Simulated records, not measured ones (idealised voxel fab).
Name of the process module below: voxel trench capacitor
Each square cell in cross-section cut measures 5 nm, and the section as a whole is 140 nm wide.
Cross-section spec: square-cell grid; bands listed top down; each band is one or more rows.
For a band, the entry starts with two heights in nm, that of the top and then that of the bottom, and carries on with the band's materials in order from left to right, each alongside its width in nm; the word "everywhere" beside a single material means it fills the band edge to edge, and "air" means empty space.
Height is counted from the level 0, under which the received wafer is composed throughout of one material. The lowest of the bands is not closed at the bottom but continues downward, in the notation "0 -> down".
It should be noted that a width expressed as "30..40" varies in equal increments from row to row of cells within the band, taking the value of the first number at the top row and that of the second number at the bottom row.
Given "remained the same" for a step, no cell of the cross-section differs between before and after that step.
The entry titled "Closed cavity list" provides the empty spaces that have no open way to the top, restricted to those of 8 cells or more. Each is presented as width x height at distance, the distance being measured from the left edge, with all three in nm.
Past the settings on a step's line: simulator remark, on that step.
Steps that use a mask can have "overlay nm" on their line. It says how far the mask sat to the right of where it was meant to be. Negative means to the left.
Pairs ahead. Before: cross-section ahead of one process step. After: cross-section once the step is done, shown to the lowest changed band only. Under each pair: that step, with settings. Caution: pairs may come from different runs of this module on the same starting wafer; a pair follows the pair above only where its "Prior to step" entry says so.

## Prior to step
> 0 -> down = Si everywhere
> Closed cavity list: none

## As Processed
> 10 -> 0 = SiN everywhere
> Below a height of 0, the structure has not been altered.
> Closed cavity list: none
Transition step, before and after shown above: CONFORMAL_DEP (material SiN; thk nm 10)

Prior to step: The initial state for this step is given by the after cross-section of the immediately preceding pair.

## As Processed
> 30 -> 10 = 25 resist, 30 air, 25 resist, 30 air, 30 resist
> Below a height of 10, the structure has not been altered.
> Closed cavity list: none
Transition step, before and after shown above: PATTERN (tone open; mask id TRENCH; material resist; width nm 30; pitch nm 55; thk nm 20; overlay nm 0)

Prior to step: The initial state for this step is given by the after cross-section of the immediately preceding pair.

## As Processed
> 30 -> 10 = 25 resist, 30 air, 25 resist, 30 air, 30 resist
> 10 -> 0 = 25 SiN, 30 air, 25 SiN, 30 air, 30 SiN
> Below a height of 0, the structure has not been altered.
> Closed cavity list: none
Transition step, before and after shown above: DIRECTIONAL_ETCH (etch materials SiN; depth nm 10)

Prior to step: The initial state for this step is given by the after cross-section of the immediately preceding pair.

## As Processed
> 30 -> 10 = 25 resist, 30 air, 25 resist, 30 air, 30 resist
> 10 -> 0 = 25 SiN, 30 air, 25 SiN, 30 air, 30 SiN
> 0 -> -35 = 25 Si, 30 air, 25 Si, 30 air, 30 Si
> Below a height of -35, the structure has not been altered.
> Closed cavity list: none
Transition step, before and after shown above: DIRECTIONAL_ETCH (etch materials Si; depth nm 35)

Prior to step: The initial state for this step is given by the after cross-section of the immediately preceding pair.

## As Processed
> 10 -> 0 = 25 SiN, 30 air, 25 SiN, 30 air, 30 SiN
> Below a height of 0, the structure has not been altered.
> Closed cavity list: none
Transition step, before and after shown above: STRIP (etch materials resist)

Prior to step: The initial state for this step is given by the after cross-section of the immediately preceding pair.

## As Processed
> 15 -> 10 = 30 HfO2, 20 air, 35 HfO2, 20 air, 35 HfO2
> 10 -> 0 = 25 SiN, 5 HfO2, 20 air, 5 HfO2, 25 SiN, 5 HfO2, 20 air, 5 HfO2, 30 SiN
> 0 -> -30 = 25 Si, 5 HfO2, 20 air, 5 HfO2, 25 Si, 5 HfO2, 20 air, 5 HfO2, 30 Si
> -30 -> -35 = 25 Si, 30 HfO2, 25 Si, 30 HfO2, 30 Si
> Below a height of -35, the structure has not been altered.
> Closed cavity list: none
Transition step, before and after shown above: CONFORMAL_DEP (material HfO2; thk nm 5)

Prior to step: The initial state for this step is given by the after cross-section of the immediately preceding pair.

## As Processed
> 20 -> 15 = 35 TiN, 10 air, 45 TiN, 10 air, 40 TiN
> 15 -> 10 = 30 HfO2, 5 TiN, 10 air, 5 TiN, 35 HfO2, 5 TiN, 10 air, 5 TiN, 35 HfO2
> 10 -> 0 = 25 SiN, 5 HfO2, 5 TiN, 10 air, 5 TiN, 5 HfO2, 25 SiN, 5 HfO2, 5 TiN, 10 air, 5 TiN, 5 HfO2, 30 SiN
> 0 -> -25 = 25 Si, 5 HfO2, 5 TiN, 10 air, 5 TiN, 5 HfO2, 25 Si, 5 HfO2, 5 TiN, 10 air, 5 TiN, 5 HfO2, 30 Si
> -25 -> -30 = 25 Si, 5 HfO2, 20 TiN, 5 HfO2, 25 Si, 5 HfO2, 20 TiN, 5 HfO2, 30 Si
> Below a height of -30, the structure has not been altered.
> Closed cavity list: none
Transition step, before and after shown above: CONFORMAL_DEP (material TiN; thk nm 5)

Prior to step: The initial state for this step is given by the after cross-section of the immediately preceding pair.

## As Processed
> 30 -> 20 = W everywhere
> 20 -> 15 = 35 TiN, 10 W, 45 TiN, 10 W, 40 TiN
> 15 -> 10 = 30 HfO2, 5 TiN, 10 W, 5 TiN, 35 HfO2, 5 TiN, 10 W, 5 TiN, 35 HfO2
> 10 -> 0 = 25 SiN, 5 HfO2, 5 TiN, 10 W, 5 TiN, 5 HfO2, 25 SiN, 5 HfO2, 5 TiN, 10 W, 5 TiN, 5 HfO2, 30 SiN
> 0 -> -25 = 25 Si, 5 HfO2, 5 TiN, 10 W, 5 TiN, 5 HfO2, 25 Si, 5 HfO2, 5 TiN, 10 W, 5 TiN, 5 HfO2, 30 Si
> Below a height of -25, the structure has not been altered.
> Closed cavity list: none
Transition step, before and after shown above: FILL_DEP (material W; thk nm 10)

Prior to step: The initial state for this step is given by the after cross-section of the immediately preceding pair.

## As Processed
> 10 -> 0 = 25 SiN, 5 HfO2, 5 TiN, 10 W, 5 TiN, 5 HfO2, 25 SiN, 5 HfO2, 5 TiN, 10 W, 5 TiN, 5 HfO2, 30 SiN
> Below a height of 0, the structure has not been altered.
> Closed cavity list: none
Transition step, before and after shown above: CMP (height nm 10)

## Prior to step
> 10 -> 0 = 25 SiN, 30 air, 25 SiN, 30 air, 30 SiN
> 0 -> -35 = 25 Si, 30 air, 25 Si, 30 air, 30 Si
> -35 -> down = Si everywhere
> Closed cavity list: none

## As Processed
> 15 -> 10 = 30 TiN, 20 air, 35 TiN, 20 air, 35 TiN
> 10 -> 0 = 25 SiN, 5 TiN, 20 air, 5 TiN, 25 SiN, 5 TiN, 20 air, 5 TiN, 30 SiN
> 0 -> -30 = 25 Si, 5 TiN, 20 air, 5 TiN, 25 Si, 5 TiN, 20 air, 5 TiN, 30 Si
> -30 -> -35 = 25 Si, 30 TiN, 25 Si, 30 TiN, 30 Si
> Below a height of -35, the structure has not been altered.
> Closed cavity list: none
Transition step, before and after shown above: CONFORMAL_DEP (material TiN; thk nm 5)

Prior to step: The initial state for this step is given by the after cross-section of the immediately preceding pair.

## As Processed
> 25 -> 15 = W everywhere
> 15 -> 10 = 30 TiN, 20 W, 35 TiN, 20 W, 35 TiN
> 10 -> 0 = 25 SiN, 5 TiN, 20 W, 5 TiN, 25 SiN, 5 TiN, 20 W, 5 TiN, 30 SiN
> 0 -> -30 = 25 Si, 5 TiN, 20 W, 5 TiN, 25 Si, 5 TiN, 20 W, 5 TiN, 30 Si
> Below a height of -30, the structure has not been altered.
> Closed cavity list: none
Transition step, before and after shown above: FILL_DEP (material W; thk nm 10)

Prior to step: The initial state for this step is given by the after cross-section of the immediately preceding pair.

## As Processed
> 10 -> 0 = 25 SiN, 5 TiN, 20 W, 5 TiN, 25 SiN, 5 TiN, 20 W, 5 TiN, 30 SiN
> Below a height of 0, the structure has not been altered.
> Closed cavity list: none
Transition step, before and after shown above: CMP (height nm 10)

## Prior to step
> 30 -> 10 = 25 resist, 30 air, 25 resist, 30 air, 30 resist
> 10 -> 0 = 25 SiN, 30 air, 25 SiN, 30 air, 30 SiN
> 0 -> -35 = 25 Si, 30 air, 25 Si, 30 air, 30 Si
> -35 -> down = Si everywhere
> Closed cavity list: none

## As Processed
> 30 -> 10 = 25 resist, 30 air, 25 resist, 30 air, 30 resist
> 10 -> 0 = 25 SiN, 30 air, 25 SiN, 30 air, 30 SiN
> 0 -> -70 = 25 Si, 30 air, 25 Si, 30 air, 30 Si
> Below a height of -70, the structure has not been altered.
> Closed cavity list: none
Transition step, before and after shown above: DIRECTIONAL_ETCH (etch materials Si; depth nm 35)

Prior to step: The initial state for this step is given by the after cross-section of the immediately preceding pair.

## As Processed
> 10 -> 0 = 25 SiN, 30 air, 25 SiN, 30 air, 30 SiN
> Below a height of 0, the structure has not been altered.
> Closed cavity list: none
Transition step, before and after shown above: STRIP (etch materials resist)

Prior to step: The initial state for this step is given by the after cross-section of the immediately preceding pair.

## As Processed
> 15 -> 10 = 30 HfO2, 20 air, 35 HfO2, 20 air, 35 HfO2
> 10 -> 0 = 25 SiN, 5 HfO2, 20 air, 5 HfO2, 25 SiN, 5 HfO2, 20 air, 5 HfO2, 30 SiN
> 0 -> -65 = 25 Si, 5 HfO2, 20 air, 5 HfO2, 25 Si, 5 HfO2, 20 air, 5 HfO2, 30 Si
> -65 -> -70 = 25 Si, 30 HfO2, 25 Si, 30 HfO2, 30 Si
> Below a height of -70, the structure has not been altered.
> Closed cavity list: none
Transition step, before and after shown above: CONFORMAL_DEP (material HfO2; thk nm 5)

Prior to step: The initial state for this step is given by the after cross-section of the immediately preceding pair.

## As Processed
> 20 -> 15 = 35 TiN, 10 air, 45 TiN, 10 air, 40 TiN
> 15 -> 10 = 30 HfO2, 5 TiN, 10 air, 5 TiN, 35 HfO2, 5 TiN, 10 air, 5 TiN, 35 HfO2
> 10 -> 0 = 25 SiN, 5 HfO2, 5 TiN, 10 air, 5 TiN, 5 HfO2, 25 SiN, 5 HfO2, 5 TiN, 10 air, 5 TiN, 5 HfO2, 30 SiN
> 0 -> -60 = 25 Si, 5 HfO2, 5 TiN, 10 air, 5 TiN, 5 HfO2, 25 Si, 5 HfO2, 5 TiN, 10 air, 5 TiN, 5 HfO2, 30 Si
> -60 -> -65 = 25 Si, 5 HfO2, 20 TiN, 5 HfO2, 25 Si, 5 HfO2, 20 TiN, 5 HfO2, 30 Si
> Below a height of -65, the structure has not been altered.
> Closed cavity list: none
Transition step, before and after shown above: CONFORMAL_DEP (material TiN; thk nm 5)

Prior to step: The initial state for this step is given by the after cross-section of the immediately preceding pair.

## As Processed
> 30 -> 20 = W everywhere
> 20 -> 15 = 35 TiN, 10 W, 45 TiN, 10 W, 40 TiN
> 15 -> 10 = 30 HfO2, 5 TiN, 10 W, 5 TiN, 35 HfO2, 5 TiN, 10 W, 5 TiN, 35 HfO2
> 10 -> 0 = 25 SiN, 5 HfO2, 5 TiN, 10 W, 5 TiN, 5 HfO2, 25 SiN, 5 HfO2, 5 TiN, 10 W, 5 TiN, 5 HfO2, 30 SiN
> 0 -> -60 = 25 Si, 5 HfO2, 5 TiN, 10 W, 5 TiN, 5 HfO2, 25 Si, 5 HfO2, 5 TiN, 10 W, 5 TiN, 5 HfO2, 30 Si
> Below a height of -60, the structure has not been altered.
> Closed cavity list: none
Transition step, before and after shown above: FILL_DEP (material W; thk nm 10)

Prior to step: The initial state for this step is given by the after cross-section of the immediately preceding pair.

## As Processed
> 10 -> 0 = 25 SiN, 5 HfO2, 5 TiN, 10 W, 5 TiN, 5 HfO2, 25 SiN, 5 HfO2, 5 TiN, 10 W, 5 TiN, 5 HfO2, 30 SiN
> Below a height of 0, the structure has not been altered.
> Closed cavity list: none
Transition step, before and after shown above: CMP (height nm 10)

## Prior to step
> 15 -> 10 = 30 TiN, 20 air, 35 TiN, 20 air, 35 TiN
> 10 -> 0 = 25 SiN, 5 TiN, 20 air, 5 TiN, 25 SiN, 5 TiN, 20 air, 5 TiN, 30 SiN
> 0 -> -30 = 25 Si, 5 TiN, 20 air, 5 TiN, 25 Si, 5 TiN, 20 air, 5 TiN, 30 Si
> -30 -> -35 = 25 Si, 30 TiN, 25 Si, 30 TiN, 30 Si
> -35 -> down = Si everywhere
> Closed cavity list: none

## As Processed
> 20 -> 15 = 35 HfO2, 10 air, 45 HfO2, 10 air, 40 HfO2
> 15 -> 10 = 30 TiN, 5 HfO2, 10 air, 5 HfO2, 35 TiN, 5 HfO2, 10 air, 5 HfO2, 35 TiN
> 10 -> 0 = 25 SiN, 5 TiN, 5 HfO2, 10 air, 5 HfO2, 5 TiN, 25 SiN, 5 TiN, 5 HfO2, 10 air, 5 HfO2, 5 TiN, 30 SiN
> 0 -> -25 = 25 Si, 5 TiN, 5 HfO2, 10 air, 5 HfO2, 5 TiN, 25 Si, 5 TiN, 5 HfO2, 10 air, 5 HfO2, 5 TiN, 30 Si
> -25 -> -30 = 25 Si, 5 TiN, 20 HfO2, 5 TiN, 25 Si, 5 TiN, 20 HfO2, 5 TiN, 30 Si
> Below a height of -30, the structure has not been altered.
> Closed cavity list: none
Transition step, before and after shown above: CONFORMAL_DEP (material HfO2; thk nm 5)

Prior to step: The initial state for this step is given by the after cross-section of the immediately preceding pair.

## As Processed
> 30 -> 20 = W everywhere
> 20 -> 15 = 35 HfO2, 10 W, 45 HfO2, 10 W, 40 HfO2
> 15 -> 10 = 30 TiN, 5 HfO2, 10 W, 5 HfO2, 35 TiN, 5 HfO2, 10 W, 5 HfO2, 35 TiN
> 10 -> 0 = 25 SiN, 5 TiN, 5 HfO2, 10 W, 5 HfO2, 5 TiN, 25 SiN, 5 TiN, 5 HfO2, 10 W, 5 HfO2, 5 TiN, 30 SiN
> 0 -> -25 = 25 Si, 5 TiN, 5 HfO2, 10 W, 5 HfO2, 5 TiN, 25 Si, 5 TiN, 5 HfO2, 10 W, 5 HfO2, 5 TiN, 30 Si
> Below a height of -25, the structure has not been altered.
> Closed cavity list: none
Transition step, before and after shown above: FILL_DEP (material W; thk nm 10)

Prior to step: The initial state for this step is given by the after cross-section of the immediately preceding pair.

## As Processed
> 10 -> 0 = 25 SiN, 5 TiN, 5 HfO2, 10 W, 5 HfO2, 5 TiN, 25 SiN, 5 TiN, 5 HfO2, 10 W, 5 HfO2, 5 TiN, 30 SiN
> Below a height of 0, the structure has not been altered.
> Closed cavity list: none
Transition step, before and after shown above: CMP (height nm 10)

## Prior to step
> 30 -> 10 = 25 resist, 30 air, 25 resist, 30 air, 30 resist
> 10 -> 0 = 25 SiN, 30 air, 25 SiN, 30 air, 30 SiN
> 0 -> down = Si everywhere
> Closed cavity list: none

## As Processed
> 30 -> 10 = 25 resist, 30 air, 25 resist, 30 air, 30 resist
> 10 -> 0 = 25 SiN, 30 air, 25 SiN, 30 air, 30 SiN
> 0 -> -25 = 25 Si, 30 air, 25 Si, 30 air, 30 Si
> Below a height of -25, the structure has not been altered.
> Closed cavity list: none
Transition step, before and after shown above: DIRECTIONAL_ETCH (etch materials Si; depth nm 25)

Prior to step: The initial state for this step is given by the after cross-section of the immediately preceding pair.

## As Processed
> 10 -> 0 = 25 SiN, 30 air, 25 SiN, 30 air, 30 SiN
> Below a height of 0, the structure has not been altered.
> Closed cavity list: none
Transition step, before and after shown above: STRIP (etch materials resist)

Prior to step: The initial state for this step is given by the after cross-section of the immediately preceding pair.

## As Processed
> 15 -> 10 = 30 HfO2, 20 air, 35 HfO2, 20 air, 35 HfO2
> 10 -> 0 = 25 SiN, 5 HfO2, 20 air, 5 HfO2, 25 SiN, 5 HfO2, 20 air, 5 HfO2, 30 SiN
> 0 -> -20 = 25 Si, 5 HfO2, 20 air, 5 HfO2, 25 Si, 5 HfO2, 20 air, 5 HfO2, 30 Si
> -20 -> -25 = 25 Si, 30 HfO2, 25 Si, 30 HfO2, 30 Si
> Below a height of -25, the structure has not been altered.
> Closed cavity list: none
Transition step, before and after shown above: CONFORMAL_DEP (material HfO2; thk nm 5)

Prior to step: The initial state for this step is given by the after cross-section of the immediately preceding pair.

## As Processed
> 20 -> 15 = 35 TiN, 10 air, 45 TiN, 10 air, 40 TiN
> 15 -> 10 = 30 HfO2, 5 TiN, 10 air, 5 TiN, 35 HfO2, 5 TiN, 10 air, 5 TiN, 35 HfO2
> 10 -> 0 = 25 SiN, 5 HfO2, 5 TiN, 10 air, 5 TiN, 5 HfO2, 25 SiN, 5 HfO2, 5 TiN, 10 air, 5 TiN, 5 HfO2, 30 SiN
> 0 -> -15 = 25 Si, 5 HfO2, 5 TiN, 10 air, 5 TiN, 5 HfO2, 25 Si, 5 HfO2, 5 TiN, 10 air, 5 TiN, 5 HfO2, 30 Si
> -15 -> -20 = 25 Si, 5 HfO2, 20 TiN, 5 HfO2, 25 Si, 5 HfO2, 20 TiN, 5 HfO2, 30 Si
> Below a height of -20, the structure has not been altered.
> Closed cavity list: none
Transition step, before and after shown above: CONFORMAL_DEP (material TiN; thk nm 5)

Prior to step: The initial state for this step is given by the after cross-section of the immediately preceding pair.

## As Processed
> 30 -> 20 = W everywhere
> 20 -> 15 = 35 TiN, 10 W, 45 TiN, 10 W, 40 TiN
> 15 -> 10 = 30 HfO2, 5 TiN, 10 W, 5 TiN, 35 HfO2, 5 TiN, 10 W, 5 TiN, 35 HfO2
> 10 -> 0 = 25 SiN, 5 HfO2, 5 TiN, 10 W, 5 TiN, 5 HfO2, 25 SiN, 5 HfO2, 5 TiN, 10 W, 5 TiN, 5 HfO2, 30 SiN
> 0 -> -15 = 25 Si, 5 HfO2, 5 TiN, 10 W, 5 TiN, 5 HfO2, 25 Si, 5 HfO2, 5 TiN, 10 W, 5 TiN, 5 HfO2, 30 Si
> Below a height of -15, the structure has not been altered.
> Closed cavity list: none
Transition step, before and after shown above: FILL_DEP (material W; thk nm 10)

Prior to step: The initial state for this step is given by the after cross-section of the immediately preceding pair.

## As Processed
> 10 -> 0 = 25 SiN, 5 HfO2, 5 TiN, 10 W, 5 TiN, 5 HfO2, 25 SiN, 5 HfO2, 5 TiN, 10 W, 5 TiN, 5 HfO2, 30 SiN
> Below a height of 0, the structure has not been altered.
> Closed cavity list: none
Transition step, before and after shown above: CMP (height nm 10)

## Prior to step
> 10 -> 0 = SiN everywhere
> 0 -> down = Si everywhere
> Closed cavity list: none

## As Processed
> 30 -> 10 = 30 resist, 20 air, 35 resist, 20 air, 35 resist
> Below a height of 10, the structure has not been altered.
> Closed cavity list: none
Transition step, before and after shown above: PATTERN (tone open; mask id TRENCH; material resist; width nm 20; pitch nm 55; thk nm 20; overlay nm 0)

Prior to step: The initial state for this step is given by the after cross-section of the immediately preceding pair.

## As Processed
> 30 -> 10 = 30 resist, 20 air, 35 resist, 20 air, 35 resist
> 10 -> 0 = 30 SiN, 20 air, 35 SiN, 20 air, 35 SiN
> Below a height of 0, the structure has not been altered.
> Closed cavity list: none
Transition step, before and after shown above: DIRECTIONAL_ETCH (etch materials SiN; depth nm 10)

Prior to step: The initial state for this step is given by the after cross-section of the immediately preceding pair.

## As Processed
> 30 -> 10 = 30 resist, 20 air, 35 resist, 20 air, 35 resist
> 10 -> 0 = 30 SiN, 20 air, 35 SiN, 20 air, 35 SiN
> 0 -> -35 = 30 Si, 20 air, 35 Si, 20 air, 35 Si
> Below a height of -35, the structure has not been altered.
> Closed cavity list: none
Transition step, before and after shown above: DIRECTIONAL_ETCH (etch materials Si; depth nm 35)

Prior to step: The initial state for this step is given by the after cross-section of the immediately preceding pair.

## As Processed
> 10 -> 0 = 30 SiN, 20 air, 35 SiN, 20 air, 35 SiN
> Below a height of 0, the structure has not been altered.
> Closed cavity list: none
Transition step, before and after shown above: STRIP (etch materials resist)

Prior to step: The initial state for this step is given by the after cross-section of the immediately preceding pair.

## As Processed
> 15 -> 10 = 35 HfO2, 10 air, 45 HfO2, 10 air, 40 HfO2
> 10 -> 0 = 30 SiN, 5 HfO2, 10 air, 5 HfO2, 35 SiN, 5 HfO2, 10 air, 5 HfO2, 35 SiN
> 0 -> -30 = 30 Si, 5 HfO2, 10 air, 5 HfO2, 35 Si, 5 HfO2, 10 air, 5 HfO2, 35 Si
> -30 -> -35 = 30 Si, 20 HfO2, 35 Si, 20 HfO2, 35 Si
> Below a height of -35, the structure has not been altered.
> Closed cavity list: none
Transition step, before and after shown above: CONFORMAL_DEP (material HfO2; thk nm 5)

Prior to step: The initial state for this step is given by the after cross-section of the immediately preceding pair.

## As Processed
> 20 -> 15 = TiN everywhere
> 15 -> 10 = 35 HfO2, 10 TiN, 45 HfO2, 10 TiN, 40 HfO2
> 10 -> 0 = 30 SiN, 5 HfO2, 10 TiN, 5 HfO2, 35 SiN, 5 HfO2, 10 TiN, 5 HfO2, 35 SiN
> 0 -> -30 = 30 Si, 5 HfO2, 10 TiN, 5 HfO2, 35 Si, 5 HfO2, 10 TiN, 5 HfO2, 35 Si
> Below a height of -30, the structure has not been altered.
> Closed cavity list: none
Transition step, before and after shown above: CONFORMAL_DEP (material TiN; thk nm 5)

Prior to step: The initial state for this step is given by the after cross-section of the immediately preceding pair.

## As Processed
> 30 -> 20 = W everywhere
> Below a height of 20, the structure has not been altered.
> Closed cavity list: none
Transition step, before and after shown above: FILL_DEP (material W; thk nm 10)

Prior to step: The initial state for this step is given by the after cross-section of the immediately preceding pair.

## As Processed
> 10 -> 0 = 30 SiN, 5 HfO2, 10 TiN, 5 HfO2, 35 SiN, 5 HfO2, 10 TiN, 5 HfO2, 35 SiN
> Below a height of 0, the structure has not been altered.
> Closed cavity list: none
Transition step, before and after shown above: CMP (height nm 10)

## Prior to step
> 10 -> 0 = SiN everywhere
> 0 -> down = Si everywhere
> Closed cavity list: none

## As Processed
> 30 -> 10 = 15 resist, 30 air, 25 resist, 30 air, 40 resist
> Below a height of 10, the structure has not been altered.
> Closed cavity list: none
Transition step, before and after shown above: PATTERN (tone open; mask id TRENCH; material resist; width nm 30; pitch nm 55; thk nm 20; overlay nm -10)

Prior to step: The initial state for this step is given by the after cross-section of the immediately preceding pair.

## As Processed
> 30 -> 10 = 15 resist, 30 air, 25 resist, 30 air, 40 resist
> 10 -> 0 = 15 SiN, 30 air, 25 SiN, 30 air, 40 SiN
> Below a height of 0, the structure has not been altered.
> Closed cavity list: none
Transition step, before and after shown above: DIRECTIONAL_ETCH (etch materials SiN; depth nm 10)

Prior to step: The initial state for this step is given by the after cross-section of the immediately preceding pair.

## As Processed
> 30 -> 10 = 15 resist, 30 air, 25 resist, 30 air, 40 resist
> 10 -> 0 = 15 SiN, 30 air, 25 SiN, 30 air, 40 SiN
> 0 -> -35 = 15 Si, 30 air, 25 Si, 30 air, 40 Si
> Below a height of -35, the structure has not been altered.
> Closed cavity list: none
Transition step, before and after shown above: DIRECTIONAL_ETCH (etch materials Si; depth nm 35)

Prior to step: The initial state for this step is given by the after cross-section of the immediately preceding pair.

## As Processed
> 10 -> 0 = 15 SiN, 30 air, 25 SiN, 30 air, 40 SiN
> Below a height of 0, the structure has not been altered.
> Closed cavity list: none
Transition step, before and after shown above: STRIP (etch materials resist)

Prior to step: The initial state for this step is given by the after cross-section of the immediately preceding pair.

## As Processed
> 15 -> 10 = 20 HfO2, 20 air, 35 HfO2, 20 air, 45 HfO2
> 10 -> 0 = 15 SiN, 5 HfO2, 20 air, 5 HfO2, 25 SiN, 5 HfO2, 20 air, 5 HfO2, 40 SiN
> 0 -> -30 = 15 Si, 5 HfO2, 20 air, 5 HfO2, 25 Si, 5 HfO2, 20 air, 5 HfO2, 40 Si
> -30 -> -35 = 15 Si, 30 HfO2, 25 Si, 30 HfO2, 40 Si
> Below a height of -35, the structure has not been altered.
> Closed cavity list: none
Transition step, before and after shown above: CONFORMAL_DEP (material HfO2; thk nm 5)

Prior to step: The initial state for this step is given by the after cross-section of the immediately preceding pair.

## As Processed
> 20 -> 15 = 25 TiN, 10 air, 45 TiN, 10 air, 50 TiN
> 15 -> 10 = 20 HfO2, 5 TiN, 10 air, 5 TiN, 35 HfO2, 5 TiN, 10 air, 5 TiN, 45 HfO2
> 10 -> 0 = 15 SiN, 5 HfO2, 5 TiN, 10 air, 5 TiN, 5 HfO2, 25 SiN, 5 HfO2, 5 TiN, 10 air, 5 TiN, 5 HfO2, 40 SiN
> 0 -> -25 = 15 Si, 5 HfO2, 5 TiN, 10 air, 5 TiN, 5 HfO2, 25 Si, 5 HfO2, 5 TiN, 10 air, 5 TiN, 5 HfO2, 40 Si
> -25 -> -30 = 15 Si, 5 HfO2, 20 TiN, 5 HfO2, 25 Si, 5 HfO2, 20 TiN, 5 HfO2, 40 Si
> Below a height of -30, the structure has not been altered.
> Closed cavity list: none
Transition step, before and after shown above: CONFORMAL_DEP (material TiN; thk nm 5)

Prior to step: The initial state for this step is given by the after cross-section of the immediately preceding pair.

## As Processed
> 30 -> 20 = W everywhere
> 20 -> 15 = 25 TiN, 10 W, 45 TiN, 10 W, 50 TiN
> 15 -> 10 = 20 HfO2, 5 TiN, 10 W, 5 TiN, 35 HfO2, 5 TiN, 10 W, 5 TiN, 45 HfO2
> 10 -> 0 = 15 SiN, 5 HfO2, 5 TiN, 10 W, 5 TiN, 5 HfO2, 25 SiN, 5 HfO2, 5 TiN, 10 W, 5 TiN, 5 HfO2, 40 SiN
> 0 -> -25 = 15 Si, 5 HfO2, 5 TiN, 10 W, 5 TiN, 5 HfO2, 25 Si, 5 HfO2, 5 TiN, 10 W, 5 TiN, 5 HfO2, 40 Si
> Below a height of -25, the structure has not been altered.
> Closed cavity list: none
Transition step, before and after shown above: FILL_DEP (material W; thk nm 10)

Prior to step: The initial state for this step is given by the after cross-section of the immediately preceding pair.

## As Processed
> 10 -> 0 = 15 SiN, 5 HfO2, 5 TiN, 10 W, 5 TiN, 5 HfO2, 25 SiN, 5 HfO2, 5 TiN, 10 W, 5 TiN, 5 HfO2, 40 SiN
> Below a height of 0, the structure has not been altered.
> Closed cavity list: none
Transition step, before and after shown above: CMP (height nm 10)

## Prior to step
> 10 -> 0 = 25 SiN, 30 air, 25 SiN, 30 air, 30 SiN
> 0 -> -35 = 25 Si, 30 air, 25 Si, 30 air, 30 Si
> -35 -> down = Si everywhere
> Closed cavity list: none

## As Processed
> 15 -> 0 = 30 SiN, 20 air, 35 SiN, 20 air, 35 SiN
> 0 -> -30 = 25 Si, 5 SiN, 20 air, 5 SiN, 25 Si, 5 SiN, 20 air, 5 SiN, 30 Si
> -30 -> -35 = 25 Si, 30 SiN, 25 Si, 30 SiN, 30 Si
> Below a height of -35, the structure has not been altered.
> Closed cavity list: none
Transition step, before and after shown above: CONFORMAL_DEP (material SiN; thk nm 5)

Prior to step: The initial state for this step is given by the after cross-section of the immediately preceding pair.

## As Processed
> 20 -> 15 = 35 TiN, 10 air, 45 TiN, 10 air, 40 TiN
> 15 -> 0 = 30 SiN, 5 TiN, 10 air, 5 TiN, 35 SiN, 5 TiN, 10 air, 5 TiN, 35 SiN
> 0 -> -25 = 25 Si, 5 SiN, 5 TiN, 10 air, 5 TiN, 5 SiN, 25 Si, 5 SiN, 5 TiN, 10 air, 5 TiN, 5 SiN, 30 Si
> -25 -> -30 = 25 Si, 5 SiN, 20 TiN, 5 SiN, 25 Si, 5 SiN, 20 TiN, 5 SiN, 30 Si
> Below a height of -30, the structure has not been altered.
> Closed cavity list: none
Transition step, before and after shown above: CONFORMAL_DEP (material TiN; thk nm 5)

Prior to step: The initial state for this step is given by the after cross-section of the immediately preceding pair.

## As Processed
> 30 -> 20 = W everywhere
> 20 -> 15 = 35 TiN, 10 W, 45 TiN, 10 W, 40 TiN
> 15 -> 0 = 30 SiN, 5 TiN, 10 W, 5 TiN, 35 SiN, 5 TiN, 10 W, 5 TiN, 35 SiN
> 0 -> -25 = 25 Si, 5 SiN, 5 TiN, 10 W, 5 TiN, 5 SiN, 25 Si, 5 SiN, 5 TiN, 10 W, 5 TiN, 5 SiN, 30 Si
> Below a height of -25, the structure has not been altered.
> Closed cavity list: none
Transition step, before and after shown above: FILL_DEP (material W; thk nm 10)

Prior to step: The initial state for this step is given by the after cross-section of the immediately preceding pair.

## As Processed
> 10 -> 0 = 30 SiN, 5 TiN, 10 W, 5 TiN, 35 SiN, 5 TiN, 10 W, 5 TiN, 35 SiN
> Below a height of 0, the structure has not been altered.
> Closed cavity list: none
Transition step, before and after shown above: CMP (height nm 10)

## Prior to step
> 10 -> 0 = SiN everywhere
> 0 -> down = Si everywhere
> Closed cavity list: none

## As Processed
> 30 -> 10 = 25 air, 30 resist, 25 air, 30 resist, 30 air
> Below a height of 10, the structure has not been altered.
> Closed cavity list: none
Transition step, before and after shown above: PATTERN (tone cover; mask id TRENCH; material resist; width nm 30; pitch nm 55; thk nm 20; overlay nm 0)

Prior to step: The initial state for this step is given by the after cross-section of the immediately preceding pair.

## As Processed
> 30 -> 10 = 25 air, 30 resist, 25 air, 30 resist, 30 air
> 10 -> 0 = 25 air, 30 SiN, 25 air, 30 SiN, 30 air
> Below a height of 0, the structure has not been altered.
> Closed cavity list: none
Transition step, before and after shown above: DIRECTIONAL_ETCH (etch materials SiN; depth nm 10)

Prior to step: The initial state for this step is given by the after cross-section of the immediately preceding pair.

## As Processed
> 30 -> 10 = 25 air, 30 resist, 25 air, 30 resist, 30 air
> 10 -> 0 = 25 air, 30 SiN, 25 air, 30 SiN, 30 air
> 0 -> -35 = 25 air, 30 Si, 25 air, 30 Si, 30 air
> Below a height of -35, the structure has not been altered.
> Closed cavity list: none
Transition step, before and after shown above: DIRECTIONAL_ETCH (etch materials Si; depth nm 35)

Prior to step: The initial state for this step is given by the after cross-section of the immediately preceding pair.

## As Processed
> 10 -> 0 = 25 air, 30 SiN, 25 air, 30 SiN, 30 air
> Below a height of 0, the structure has not been altered.
> Closed cavity list: none
Transition step, before and after shown above: STRIP (etch materials resist)

Prior to step: The initial state for this step is given by the after cross-section of the immediately preceding pair.

## As Processed
> 15 -> 10 = 20 air, 40 HfO2, 15 air, 40 HfO2, 25 air
> 10 -> 0 = 20 air, 5 HfO2, 30 SiN, 5 HfO2, 15 air, 5 HfO2, 30 SiN, 5 HfO2, 25 air
> 0 -> -30 = 20 air, 5 HfO2, 30 Si, 5 HfO2, 15 air, 5 HfO2, 30 Si, 5 HfO2, 25 air
> -30 -> -35 = 25 HfO2, 30 Si, 25 HfO2, 30 Si, 30 HfO2
> Below a height of -35, the structure has not been altered.
> Closed cavity list: none
Transition step, before and after shown above: CONFORMAL_DEP (material HfO2; thk nm 5)
